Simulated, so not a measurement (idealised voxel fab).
Process module in this document: voxel gate over fins
In the cross-section labelled cut, the width is 155 nm and each square cell is 5 nm.
Heads up, the way a cross-section reads in here is a grid of square cells, handed over as bands from the top down, with every band being one or more rows of cells.
Each band's line starts with the height of the band's top and of its bottom, in nm. Then come its materials from left to right, each with its width in nm. One material with "everywhere" fills the band from edge to edge. "blank" is empty space.
Height is counted from the level 0, under which the received wafer is composed throughout of one material. The lowest of the bands is not closed at the bottom but continues downward, in the notation "0 down".
It should be noted that a width expressed as "30 to 40" varies in equal increments from row to row of cells within the band, taking the value of the first number at the top row and that of the second number at the bottom row.
"remains unaltered", as given for a step, is the statement that not any cell of the cross-section underwent a change during that step.
You'll see "Entrapped voids" listing empty spaces that have no way open to the top, as long as they're 8 cells or more; the notation is width x height at distance, where the distance is from the left edge, and all of it is in nm.
Read whatever lies past the settings on a step's line as the simulator's own remark about the step.
"overlay nm" denotes, for a step that has a mask, the displacement of the mask to the right of its planned place, with negative values corresponding to the left.
Here's what the planned process steps look like:
1: RECEIVE,material Si
2: CONFORMAL_DEP,material SiN,thk nm 10
3: DIRECTIONAL_DEP,material aC,thk nm 10
4: PATTERN,tone cover,mask id FINS,material resist,width nm 15,pitch nm 35,thk nm 30,overlay nm 0
5: DIRECTIONAL_ETCH,etch materials aC,depth nm 10
6: STRIP,etch materials resist
7: DIRECTIONAL_ETCH,etch materials SiN,depth nm 10
8: DIRECTIONAL_ETCH,etch materials Si,depth nm 40
9: STRIP,etch materials aC
10: FILL_DEP,material SiO2,thk nm 10
11: CMP,height nm 10
12: SELECTIVE_ETCH,etch materials SiO2,depth nm 25
13: STRIP,etch materials SiN
14: CONFORMAL_DEP,material HfO2,thk nm 5
15: CONFORMAL_DEP,material TiN,thk nm 5
16: FILL_DEP,material W,thk nm 10
17: CMP,height nm 15
18: CONFORMAL_DEP,material SiN,thk nm 10
First of two wafers: run as planned:
Step 1 complete: cross-section of the wafer as received:
- 0 down  Si everywhere
- Entrapped voids: none
State of the wafer after step 2, shown in cross-section:
- 10 to 0  SiN everywhere
- Below a height of 0, the structure has not been altered.
State of the wafer after step 3, shown in cross-section:
- 20 to 10  aC everywhere
- Below a height of 10, the structure has not been altered.
State of the wafer after step 4, shown in cross-section:
- 50 to 20  50 nm blank, 15 nm resist, 20 nm blank, 15 nm resist, 55 nm blank
- Below a height of 20, the structure has not been altered.
State of the wafer after step 5, shown in cross-section:
- 40 to 20  50 nm blank, 15 nm resist, 20 nm blank, 15 nm resist, 55 nm blank
- 20 to 10  50 nm blank, 15 nm aC, 20 nm blank, 15 nm aC, 55 nm blank
- Below a height of 10, the structure has not been altered.
State of the wafer after step 6, shown in cross-section:
- 20 to 10  50 nm blank, 15 nm aC, 20 nm blank, 15 nm aC, 55 nm blank
- Below a height of 10, the structure has not been altered.
State of the wafer after step 7, shown in cross-section:
- 20 to 10  50 nm blank, 15 nm aC, 20 nm blank, 15 nm aC, 55 nm blank
- 10 to 0  50 nm blank, 15 nm SiN, 20 nm blank, 15 nm SiN, 55 nm blank
- Below a height of 0, the structure has not been altered.
State of the wafer after step 8, shown in cross-section:
- 20 to 10  50 nm blank, 15 nm aC, 20 nm blank, 15 nm aC, 55 nm blank
- 10 to 0  50 nm blank, 15 nm SiN, 20 nm blank, 15 nm SiN, 55 nm blank
- 0 to -40  50 nm blank, 15 nm Si, 20 nm blank, 15 nm Si, 55 nm blank
- Below a height of -40, the structure has not been altered.
State of the wafer after step 9, shown in cross-section:
- 10 to 0  50 nm blank, 15 nm SiN, 20 nm blank, 15 nm SiN, 55 nm blank
- Below a height of 0, the structure has not been altered.
State of the wafer after step 10, shown in cross-section:
- 20 to 10  SiO2 everywhere
- 10 to 0  50 nm SiO2, 15 nm SiN, 20 nm SiO2, 15 nm SiN, 55 nm SiO2
- 0 to -40  50 nm SiO2, 15 nm Si, 20 nm SiO2, 15 nm Si, 55 nm SiO2
- Below a height of -40, the structure has not been altered.
State of the wafer after step 11, shown in cross-section:
- 10 to 0  50 nm SiO2, 15 nm SiN, 20 nm SiO2, 15 nm SiN, 55 nm SiO2
- Below a height of 0, the structure has not been altered.
State of the wafer after step 12, shown in cross-section:
- 10 to 0  50 nm blank, 15 nm SiN, 20 nm blank, 15 nm SiN, 55 nm blank
- 0 to -15  50 nm blank, 15 nm Si, 20 nm blank, 15 nm Si, 55 nm blank
- Below a height of -15, the structure has not been altered.
State of the wafer after step 13, shown in cross-section:
- 0 to -15  50 nm blank, 15 nm Si, 20 nm blank, 15 nm Si, 55 nm blank
- Below a height of -15, the structure has not been altered.
State of the wafer after step 14, shown in cross-section:
- 5 to 0  45 nm blank, 25 nm HfO2, 10 nm blank, 25 nm HfO2, 50 nm blank
- 0 to -10  45 nm blank, 5 nm HfO2, 15 nm Si, 5 nm HfO2, 10 nm blank, 5 nm HfO2, 15 nm Si, 5 nm HfO2, 50 nm blank
- -10 to -15  50 nm HfO2, 15 nm Si, 20 nm HfO2, 15 nm Si, 55 nm HfO2
- Below a height of -15, the structure has not been altered.
State of the wafer after step 15, shown in cross-section:
- 10 to 5  40 nm blank, 70 nm TiN, 45 nm blank
- 5 to 0  40 nm blank, 5 nm TiN, 25 nm HfO2, 10 nm TiN, 25 nm HfO2, 5 nm TiN, 45 nm blank
- 0 to -5  40 nm blank, 5 nm TiN, 5 nm HfO2, 15 nm Si, 5 nm HfO2, 10 nm TiN, 5 nm HfO2, 15 nm Si, 5 nm HfO2, 5 nm TiN, 45 nm blank
- -5 to -10  45 nm TiN, 5 nm HfO2, 15 nm Si, 5 nm HfO2, 10 nm TiN, 5 nm HfO2, 15 nm Si, 5 nm HfO2, 50 nm TiN
- Below a height of -10, the structure has not been altered.
State of the wafer after step 16, shown in cross-section:
- 20 to 10  W everywhere
- 10 to 5  40 nm W, 70 nm TiN, 45 nm W
- 5 to 0  40 nm W, 5 nm TiN, 25 nm HfO2, 10 nm TiN, 25 nm HfO2, 5 nm TiN, 45 nm W
- 0 to -5  40 nm W, 5 nm TiN, 5 nm HfO2, 15 nm Si, 5 nm HfO2, 10 nm TiN, 5 nm HfO2, 15 nm Si, 5 nm HfO2, 5 nm TiN, 45 nm W
- Below a height of -5, the structure has not been altered.
State of the wafer after step 17, shown in cross-section:
- 15 to 10  W everywhere
- Below a height of 10, the structure has not been altered.
State of the wafer after step 18, shown in cross-section:
- 25 to 15  SiN everywhere
- Below a height of 15, the structure has not been altered.
The Second Wafer: Common Origin and Plan, One Mistake in Execution, Identical to the First Through Step 3:
Second wafer cross-section, taken as of the time the plan sets for step 4 to be done:
- 50 to 20  50 nm resist, 15 nm blank, 20 nm resist, 15 nm blank, 55 nm resist
- Below a height of 20, the structure has not been altered.
Second wafer cross-section, taken as of the time the plan sets for step 5 to be done:
- 40 to 20  50 nm resist, 15 nm blank, 20 nm resist, 15 nm blank, 55 nm resist
- 20 to 10  50 nm aC, 15 nm blank, 20 nm aC, 15 nm blank, 55 nm aC
- Below a height of 10, the structure has not been altered.
Second wafer cross-section, taken as of the time the plan sets for step 6 to be done:
- 20 to 10  50 nm aC, 15 nm blank, 20 nm aC, 15 nm blank, 55 nm aC
- Below a height of 10, the structure has not been altered.
Second wafer cross-section, taken as of the time the plan sets for step 7 to be done:
- 20 to 10  50 nm aC, 15 nm blank, 20 nm aC, 15 nm blank, 55 nm aC
- 10 to 0  50 nm SiN, 15 nm blank, 20 nm SiN, 15 nm blank, 55 nm SiN
- Below a height of 0, the structure has not been altered.
Second wafer cross-section, taken as of the time the plan sets for step 8 to be done:
- 20 to 10  50 nm aC, 15 nm blank, 20 nm aC, 15 nm blank, 55 nm aC
- 10 to 0  50 nm SiN, 15 nm blank, 20 nm SiN, 15 nm blank, 55 nm SiN
- 0 to -40  50 nm Si, 15 nm blank, 20 nm Si, 15 nm blank, 55 nm Si
- Below a height of -40, the structure has not been altered.
Second wafer cross-section, taken as of the time the plan sets for step 9 to be done:
- 10 to 0  50 nm SiN, 15 nm blank, 20 nm SiN, 15 nm blank, 55 nm SiN
- Below a height of 0, the structure has not been altered.
Second wafer cross-section, taken as of the time the plan sets for step 10 to be done:
- 20 to 10  SiO2 everywhere
- 10 to 0  50 nm SiN, 15 nm SiO2, 20 nm SiN, 15 nm SiO2, 55 nm SiN
- 0 to -40  50 nm Si, 15 nm SiO2, 20 nm Si, 15 nm SiO2, 55 nm Si
- Below a height of -40, the structure has not been altered.
Second wafer cross-section, taken as of the time the plan sets for step 11 to be done:
- 10 to 0  50 nm SiN, 15 nm SiO2, 20 nm SiN, 15 nm SiO2, 55 nm SiN
- Below a height of 0, the structure has not been altered.
Second wafer cross-section, taken as of the time the plan sets for step 12 to be done:
- 10 to 0  50 nm SiN, 15 nm blank, 20 nm SiN, 15 nm blank, 55 nm SiN
- 0 to -15  50 nm Si, 15 nm blank, 20 nm Si, 15 nm blank, 55 nm Si
- Below a height of -15, the structure has not been altered.
Second wafer cross-section, taken as of the time the plan sets for step 13 to be done:
- 0 to -15  50 nm Si, 15 nm blank, 20 nm Si, 15 nm blank, 55 nm Si
- Below a height of -15, the structure has not been altered.
Second wafer cross-section, taken as of the time the plan sets for step 14 to be done:
- 5 to 0  55 nm HfO2, 5 nm blank, 30 nm HfO2, 5 nm blank, 60 nm HfO2
- 0 to -10  50 nm Si, 5 nm HfO2, 5 nm blank, 5 nm HfO2, 20 nm Si, 5 nm HfO2, 5 nm blank, 5 nm HfO2, 55 nm Si
- -10 to -15  50 nm Si, 15 nm HfO2, 20 nm Si, 15 nm HfO2, 55 nm Si
- Below a height of -15, the structure has not been altered.
Second wafer cross-section, taken as of the time the plan sets for step 15 to be done:
- 10 to 5  TiN everywhere
- 5 to 0  55 nm HfO2, 5 nm TiN, 30 nm HfO2, 5 nm TiN, 60 nm HfO2
- 0 to -10  50 nm Si, 5 nm HfO2, 5 nm TiN, 5 nm HfO2, 20 nm Si, 5 nm HfO2, 5 nm TiN, 5 nm HfO2, 55 nm Si
- Below a height of -10, the structure has not been altered.
Second wafer cross-section, taken as of the time the plan sets for step 16 to be done:
- 20 to 10  W everywhere
- Below a height of 10, the structure has not been altered.
Second wafer cross-section, taken as of the time the plan sets for step 17 to be done:
- 15 to 10  W everywhere
- Below a height of 10, the structure has not been altered.
Second wafer cross-section, taken as of the time the plan sets for step 18 to be done:
- 25 to 15  SiN everywhere
- Below a height of 15, the structure has not been altered.
Nonconformance to the process plan: step 4 was processed under conditions differing from the plan, specifically as PATTERN,tone open,mask id FINS,material resist,width nm 15,pitch nm 35,thk nm 30,overlay nm 0
Materials where the second wafer ends with more or fewer cells than the first: +152 Si; -95 SiO2; -6 TiN; -51 W
